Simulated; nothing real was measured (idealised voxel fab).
Presented below is a process module, voxel released beams.
Displayed cross-section: cut, width of 265 nm, square cells sized 5 nm.
Cross-sections here: square-cell grids, written as top-down lists of bands, a band being one or more rows of cells.
Band: top and bottom heights (nm) first, top before bottom; then materials from left to right, widths in nm. "all across" marks a sole material filling the band edge to edge. "empty" denotes empty space.
Heights from 0 (as-received wafer is one material below). Bottom band endless downward, as "0 down".
A two-number width, for instance "30 to 40", indicates that the width is equal to the first number in the top row of the band and to the second number in the bottom row, and that it changes by a constant amount per row of cells.
For the purposes of this document, the phrase "no alterations made" attached to a step denotes that no cell within the cross-section was modified by that step.
In "Enclosed cavities" the enclosed voids are listed, meaning empty spaces of 8 cells or larger without any opening to the top. The form is width x height at distance, distance from the left edge, units nm.
What comes after the settings on a step's line is commentary from the simulator itself on that step.
overlay nm: where the mask lay relative to plan, measured to the right, on steps with a mask; negatives go left.

STEPS PLANNED FOR THE PROCESS
step 1: RECEIVE with material Si
step 2: CONFORMAL_DEP with material SiN, thk nm 5
step 3: DIRECTIONAL_DEP with material SiO2, thk nm 20
step 4: DIRECTIONAL_DEP with material aC, thk nm 10
step 5: PATTERN with tone open, mask id ANCHOR, material resist, width nm 25, thk nm 25, overlay nm 0
step 6: DIRECTIONAL_ETCH with etch materials aC, depth nm 10
step 7: STRIP with etch materials resist
step 8: DIRECTIONAL_ETCH with etch materials SiO2, depth nm 20
step 9: STRIP with etch materials aC
step 10: CONFORMAL_DEP with material W, thk nm 10
step 11: MASKED_ETCH with tone cover, mask id BEAM, width nm 95, etch materials W, depth nm 10, overlay nm 0
step 12: STRIP with etch materials SiO2

INCOMING WAFER IN CROSS-SECTION (STATE: AFTER STEP 1)
> 0 down = Si all across
> Enclosed cavities: none

MODULE COMPLETE - CROSS-SECTION OF THE FIRST OF TWO WAFERS, RUN ACCORDING TO PLAN
> 35 to 25 = empty=80 / W=15 / empty=5 / W=75 / empty=90
> 25 to 15 = empty=85 / W=10 / empty=5 / W=10 / empty=155
> 15 to 5 = empty=85 / W=25 / empty=155
> 5 to 0 = SiN all across
> 0 down = Si all across
> Enclosed cavities: none

MODULE END: CROSS-SECTION OF WAFER TWO OF TWO. SAME START AND PROCESS PLAN AS THE FIRST WAFER. ONE MISTAKE DURING EXECUTION
> 35 to 25 = empty=85 / W=10 / empty=5 / W=80 / empty=85
> 25 to 15 = empty=85 / W=10 / empty=5 / W=10 / empty=155
> 15 to 5 = empty=85 / W=25 / empty=155
> 5 to 0 = SiN all across
> 0 down = Si all across
> Enclosed cavities: none
The plan and the run diverged here: it should be noted that step 11 was executed with settings other than those planned, the operation and settings actually applied being MASKED_ETCH with tone cover, mask id BEAM, width nm 95, etch materials W, depth nm 10, overlay nm 5
At the end, each material covers as many cells on the second wafer as it does on the first, though the cells it covers are elsewhere.
